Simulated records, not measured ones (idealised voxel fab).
Title: Process Module voxel capacitor over wiring
The cross-section on display is named cut; it measures 210 nm wide, and its cells are 5 nm squares.
Notation: cross-section as square-cell grid; stated in bands, top first, going down; one or more cell rows per band.
Each band's line starts with the height of the band's top and of its bottom, in nm. Then come its materials from left to right, each with its width in nm. One material with "everywhere" fills the band from edge to edge. "air" is empty space.
It should be noted that heights are counted from 0, beneath which the wafer as supplied is of one material throughout, and that the lowest band possesses no lower boundary but continues downward, as written in "0..down".
A width given as "30->40" starts at the first number in the band's top row and ends at the second number in its bottom row, shifting by an equal amount at every step from row to row.
A step reported as "nothing altered" is a step in which no cell of the cross-section changed.
Enclosed voids (no open way to top), threshold 8 cells or more, entry "Sealed-off cavities", notation width x height at distance, distance from left edge, nm.
The remark found on a step's line after its settings is issued by the simulator itself and pertains to that step.
overlay nm: mask right of planned place by this much (step with mask). Neg. = left.
Here's what the planned process steps look like:
1) RECEIVE | material Si
2) CONFORMAL_DEP | material SiO2 | thk nm 15
3) CONFORMAL_DEP | material SiCN | thk nm 5
4) DIRECTIONAL_DEP | material SiO2 | thk nm 20
5) PATTERN | tone open | mask id METAL_1 | material resist | width nm 20 | pitch nm 80 | thk nm 15 | overlay nm 0
6) DIRECTIONAL_ETCH | etch materials SiO2 | depth nm 20
7) DIRECTIONAL_ETCH | etch materials SiCN | depth nm 5
8) STRIP | etch materials resist
9) CONFORMAL_DEP | material TiN | thk nm 5
10) FILL_DEP | material W | thk nm 10
11) CMP | height nm 40
12) EPI | material Ru | thk nm 5
13) FILL_DEP | material SiCN | thk nm 5
14) DIRECTIONAL_DEP | material lowk | thk nm 15
15) MASKED_ETCH | tone open | mask id PLUG_1 | width nm 15 | etch materials lowk | depth nm 15 | overlay nm 0
16) MASKED_ETCH | tone open | mask id PLUG_1 | width nm 15 | etch materials SiCN | depth nm 5 | overlay nm 0
17) EPI | material Ru | thk nm 10
18) EPI | material Ru | thk nm 10
19) DIRECTIONAL_DEP | material TiN | thk nm 5
20) DIRECTIONAL_DEP | material HfO2 | thk nm 5
21) DIRECTIONAL_DEP | material TiN | thk nm 5
22) PATTERN | tone cover | mask id UPPER_PLATE | material resist | width nm 65 | thk nm 20 | overlay nm 0
23) DIRECTIONAL_ETCH | etch materials TiN | depth nm 5
24) DIRECTIONAL_ETCH | etch materials HfO2 | depth nm 5
25) STRIP | etch materials resist
26) MASKED_ETCH | tone cover | mask id LOWER_PLATE | width nm 75 | etch materials TiN | depth nm 5 | overlay nm 0
27) FILL_DEP | material SiO2 | thk nm 20
28) CMP | height nm 95
29) PATTERN | tone open | mask id PLUG_2 | material resist | width nm 15 | thk nm 20 | overlay nm 0
30) DIRECTIONAL_ETCH | etch materials SiO2 | depth nm 15
31) STRIP | etch materials resist
32) CONFORMAL_DEP | material TiN | thk nm 5
33) FILL_DEP | material Cu | thk nm 10
34) CMP | height nm 95
35) CONFORMAL_DEP | material SiN | thk nm 5
The first wafer of two, processed as planned:
Cross-sectional view of the wafer in its as-received condition, corresponding to the state after step 1:
    0..down = Si everywhere
    Sealed-off cavities: none
After step 2:
    15..0 = SiO2 everywhere
    Below a height of 0, the structure has not been altered.
After step 3:
    20..15 = SiCN everywhere
    Below a height of 15, the structure has not been altered.
After step 4:
    40..20 = SiO2 everywhere
    Below a height of 20, the structure has not been altered.
After step 5:
    55..40 = 55 of resist, then 20 of air, then 60 of resist, then 20 of air, then 55 of resist
    Below a height of 40, the structure has not been altered.
After step 6:
    55..40 = 55 of resist, then 20 of air, then 60 of resist, then 20 of air, then 55 of resist
    40..20 = 55 of SiO2, then 20 of air, then 60 of SiO2, then 20 of air, then 55 of SiO2
    Below a height of 20, the structure has not been altered.
After step 7:
    55..40 = 55 of resist, then 20 of air, then 60 of resist, then 20 of air, then 55 of resist
    40..20 = 55 of SiO2, then 20 of air, then 60 of SiO2, then 20 of air, then 55 of SiO2
    20..15 = 55 of SiCN, then 20 of air, then 60 of SiCN, then 20 of air, then 55 of SiCN
    Below a height of 15, the structure has not been altered.
After step 8:
    40..20 = 55 of SiO2, then 20 of air, then 60 of SiO2, then 20 of air, then 55 of SiO2
    Below a height of 20, the structure has not been altered.
After step 9:
    45..40 = 60 of TiN, then 10 of air, then 70 of TiN, then 10 of air, then 60 of TiN
    40..20 = 55 of SiO2, then 5 of TiN, then 10 of air, then 5 of TiN, then 60 of SiO2, then 5 of TiN, then 10 of air, then 5 of TiN, then 55 of SiO2
    20..15 = 55 of SiCN, then 20 of TiN, then 60 of SiCN, then 20 of TiN, then 55 of SiCN
    Below a height of 15, the structure has not been altered.
After step 10:
    55..45 = W everywhere
    45..40 = 60 of TiN, then 10 of W, then 70 of TiN, then 10 of W, then 60 of TiN
    40..20 = 55 of SiO2, then 5 of TiN, then 10 of W, then 5 of TiN, then 60 of SiO2, then 5 of TiN, then 10 of W, then 5 of TiN, then 55 of SiO2
    Below a height of 20, the structure has not been altered.
After step 11:
    40..20 = 55 of SiO2, then 5 of TiN, then 10 of W, then 5 of TiN, then 60 of SiO2, then 5 of TiN, then 10 of W, then 5 of TiN, then 55 of SiO2
    Below a height of 20, the structure has not been altered.
After step 12:
    45..40 = 50 of air, then 30 of Ru, then 50 of air, then 30 of Ru, then 50 of air
    Below a height of 40, the structure has not been altered.
After step 13:
    50..45 = SiCN everywhere
    45..40 = 50 of SiCN, then 30 of Ru, then 50 of SiCN, then 30 of Ru, then 50 of SiCN
    Below a height of 40, the structure has not been altered.
After step 14:
    65..50 = lowk everywhere
    Below a height of 50, the structure has not been altered.
After step 15:
    65..50 = 60 of lowk, then 15 of air, then 135 of lowk
    Below a height of 50, the structure has not been altered.
After step 16:
    65..50 = 60 of lowk, then 15 of air, then 135 of lowk
    50..45 = 60 of SiCN, then 15 of air, then 135 of SiCN
    Below a height of 45, the structure has not been altered.
After step 17:
    65..55 = 60 of lowk, then 15 of air, then 135 of lowk
    55..50 = 60 of lowk, then 15 of Ru, then 135 of lowk
    50..45 = 60 of SiCN, then 15 of Ru, then 135 of SiCN
    Below a height of 45, the structure has not been altered.
After step 18:
    65..50 = 60 of lowk, then 15 of Ru, then 135 of lowk
    Below a height of 50, the structure has not been altered.
After step 19:
    70..65 = TiN everywhere
    Below a height of 65, the structure has not been altered.
After step 20:
    75..70 = HfO2 everywhere
    Below a height of 70, the structure has not been altered.
After step 21:
    80..75 = TiN everywhere
    Below a height of 75, the structure has not been altered.
After step 22:
    100..80 = 60 of air, then 65 of resist, then 85 of air
    Below a height of 80, the structure has not been altered.
After step 23:
    100..80 = 60 of air, then 65 of resist, then 85 of air
    80..75 = 60 of air, then 65 of TiN, then 85 of air
    Below a height of 75, the structure has not been altered.
After step 24:
    100..80 = 60 of air, then 65 of resist, then 85 of air
    80..75 = 60 of air, then 65 of TiN, then 85 of air
    75..70 = 60 of air, then 65 of HfO2, then 85 of air
    Below a height of 70, the structure has not been altered.
After step 25:
    80..75 = 60 of air, then 65 of TiN, then 85 of air
    Below a height of 75, the structure has not been altered.
After step 26:
    80..75 = 60 of air, then 65 of TiN, then 85 of air
    75..70 = 60 of air, then 65 of HfO2, then 85 of air
    70..65 = 55 of air, then 75 of TiN, then 80 of air
    Below a height of 65, the structure has not been altered.
After step 27:
    100..80 = SiO2 everywhere
    80..75 = 60 of SiO2, then 65 of TiN, then 85 of SiO2
    75..70 = 60 of SiO2, then 65 of HfO2, then 85 of SiO2
    70..65 = 55 of SiO2, then 75 of TiN, then 80 of SiO2
    Below a height of 65, the structure has not been altered.
After step 28:
    95..80 = SiO2 everywhere
    Below a height of 80, the structure has not been altered.
After step 29:
    115..95 = 70 of resist, then 15 of air, then 125 of resist
    Below a height of 95, the structure has not been altered.
After step 30:
    115..95 = 70 of resist, then 15 of air, then 125 of resist
    95..80 = 70 of SiO2, then 15 of air, then 125 of SiO2
    Below a height of 80, the structure has not been altered.
After step 31:
    95..80 = 70 of SiO2, then 15 of air, then 125 of SiO2
    Below a height of 80, the structure has not been altered.
After step 32:
    100..95 = 75 of TiN, then 5 of air, then 130 of TiN
    95..85 = 70 of SiO2, then 5 of TiN, then 5 of air, then 5 of TiN, then 125 of SiO2
    85..75 = 70->60 of SiO2, then 15->65 of TiN, then 125->85 of SiO2
    Below a height of 75, the structure has not been altered.
After step 33:
    110..100 = Cu everywhere
    100..95 = 75 of TiN, then 5 of Cu, then 130 of TiN
    95..85 = 70 of SiO2, then 5 of TiN, then 5 of Cu, then 5 of TiN, then 125 of SiO2
    Below a height of 85, the structure has not been altered.
After step 34:
    95..85 = 70 of SiO2, then 5 of TiN, then 5 of Cu, then 5 of TiN, then 125 of SiO2
    Below a height of 85, the structure has not been altered.
After step 35:
    100..95 = SiN everywhere
    Below a height of 95, the structure has not been altered.
Second of two: same start, same plan, one run error; steps up to and including 14 match the first:
Cross-section: second wafer, time at which step 15 was scheduled to end:
    65..50 = 60 of air, then 15 of lowk, then 135 of air
    Below a height of 50, the structure has not been altered.
Cross-section: second wafer, time at which step 16 was scheduled to end: nothing altered
Cross-section: second wafer, time at which step 17 was scheduled to end: nothing altered
Cross-section: second wafer, time at which step 18 was scheduled to end: nothing altered
Cross-section: second wafer, time at which step 19 was scheduled to end:
    70..65 = 60 of air, then 15 of TiN, then 135 of air
    65..55 = 60 of air, then 15 of lowk, then 135 of air
    55..50 = 60 of TiN, then 15 of lowk, then 135 of TiN
    Below a height of 50, the structure has not been altered.
Cross-section: second wafer, time at which step 20 was scheduled to end:
    75..70 = 60 of air, then 15 of HfO2, then 135 of air
    70..65 = 60 of air, then 15 of TiN, then 135 of air
    65..60 = 60 of air, then 15 of lowk, then 135 of air
    60..55 = 60 of HfO2, then 15 of lowk, then 135 of HfO2
    Below a height of 55, the structure has not been altered.
Cross-section: second wafer, time at which step 21 was scheduled to end:
    80..75 = 60 of air, then 15 of TiN, then 135 of air
    75..70 = 60 of air, then 15 of HfO2, then 135 of air
    70..65 = 60 of air, then 15 of TiN, then 135 of air
    65..60 = 60 of TiN, then 15 of lowk, then 135 of TiN
    Below a height of 60, the structure has not been altered.
Cross-section: second wafer, time at which step 22 was scheduled to end:
    100..80 = 60 of air, then 65 of resist, then 85 of air
    80..75 = 60 of air, then 15 of TiN, then 50 of resist, then 85 of air
    75..70 = 60 of air, then 15 of HfO2, then 50 of resist, then 85 of air
    70..65 = 60 of air, then 15 of TiN, then 50 of resist, then 85 of air
    Below a height of 65, the structure has not been altered.
Cross-section: second wafer, time at which step 23 was scheduled to end:
    100..80 = 60 of air, then 65 of resist, then 85 of air
    80..75 = 60 of air, then 15 of TiN, then 50 of resist, then 85 of air
    75..70 = 60 of air, then 15 of HfO2, then 50 of resist, then 85 of air
    70..65 = 60 of air, then 15 of TiN, then 50 of resist, then 85 of air
    65..60 = 60 of air, then 15 of lowk, then 50 of TiN, then 85 of air
    Below a height of 60, the structure has not been altered.
Cross-section: second wafer, time at which step 24 was scheduled to end:
    100..80 = 60 of air, then 65 of resist, then 85 of air
    80..75 = 60 of air, then 15 of TiN, then 50 of resist, then 85 of air
    75..70 = 60 of air, then 15 of HfO2, then 50 of resist, then 85 of air
    70..65 = 60 of air, then 15 of TiN, then 50 of resist, then 85 of air
    65..60 = 60 of air, then 15 of lowk, then 50 of TiN, then 85 of air
    60..55 = 60 of air, then 15 of lowk, then 50 of HfO2, then 85 of air
    Below a height of 55, the structure has not been altered.
Cross-section: second wafer, time at which step 25 was scheduled to end:
    80..75 = 60 of air, then 15 of TiN, then 135 of air
    75..70 = 60 of air, then 15 of HfO2, then 135 of air
    70..65 = 60 of air, then 15 of TiN, then 135 of air
    Below a height of 65, the structure has not been altered.
Cross-section: second wafer, time at which step 26 was scheduled to end:
    80..75 = 60 of air, then 15 of TiN, then 135 of air
    75..70 = 60 of air, then 15 of HfO2, then 135 of air
    70..65 = 60 of air, then 15 of TiN, then 135 of air
    65..60 = 60 of air, then 15 of lowk, then 50 of TiN, then 85 of air
    60..55 = 60 of air, then 15 of lowk, then 50 of HfO2, then 85 of air
    55..50 = 55 of air, then 5 of TiN, then 15 of lowk, then 55 of TiN, then 80 of air
    Below a height of 50, the structure has not been altered.
Cross-section: second wafer, time at which step 27 was scheduled to end:
    100..80 = SiO2 everywhere
    80..75 = 60 of SiO2, then 15 of TiN, then 135 of SiO2
    75..70 = 60 of SiO2, then 15 of HfO2, then 135 of SiO2
    70..65 = 60 of SiO2, then 15 of TiN, then 135 of SiO2
    65..60 = 60 of SiO2, then 15 of lowk, then 50 of TiN, then 85 of SiO2
    60..55 = 60 of SiO2, then 15 of lowk, then 50 of HfO2, then 85 of SiO2
    55..50 = 55 of SiO2, then 5 of TiN, then 15 of lowk, then 55 of TiN, then 80 of SiO2
    Below a height of 50, the structure has not been altered.
Cross-section: second wafer, time at which step 28 was scheduled to end:
    95..80 = SiO2 everywhere
    Below a height of 80, the structure has not been altered.
Cross-section: second wafer, time at which step 29 was scheduled to end:
    115..95 = 70 of resist, then 15 of air, then 125 of resist
    Below a height of 95, the structure has not been altered.
Cross-section: second wafer, time at which step 30 was scheduled to end:
    115..95 = 70 of resist, then 15 of air, then 125 of resist
    95..80 = 70 of SiO2, then 15 of air, then 125 of SiO2
    Below a height of 80, the structure has not been altered.
Cross-section: second wafer, time at which step 31 was scheduled to end:
    95..80 = 70 of SiO2, then 15 of air, then 125 of SiO2
    Below a height of 80, the structure has not been altered.
Cross-section: second wafer, time at which step 32 was scheduled to end:
    100..95 = 75 of TiN, then 5 of air, then 130 of TiN
    95..85 = 70 of SiO2, then 5 of TiN, then 5 of air, then 5 of TiN, then 125 of SiO2
    85..75 = 70->60 of SiO2, then 15 of TiN, then 125->135 of SiO2
    Below a height of 75, the structure has not been altered.
Cross-section: second wafer, time at which step 33 was scheduled to end:
    110..100 = Cu everywhere
    100..95 = 75 of TiN, then 5 of Cu, then 130 of TiN
    95..85 = 70 of SiO2, then 5 of TiN, then 5 of Cu, then 5 of TiN, then 125 of SiO2
    Below a height of 85, the structure has not been altered.
Cross-section: second wafer, time at which step 34 was scheduled to end:
    95..85 = 70 of SiO2, then 5 of TiN, then 5 of Cu, then 5 of TiN, then 125 of SiO2
    Below a height of 85, the structure has not been altered.
Cross-section: second wafer, time at which step 35 was scheduled to end:
    100..95 = SiN everywhere
    Below a height of 95, the structure has not been altered.
In executing the process, a mistake was made relative to the plan: step 15 was run on a setting that differed from the plan, and what really ran there is MASKED_ETCH | tone cover | mask id PLUG_1 | width nm 15 | etch materials lowk | depth nm 15 | overlay nm 0
Final comparison by cell count, materials where the second wafer has more or fewer than the first: Ru -12 | SiCN +3 | SiO2 +117 | lowk -108
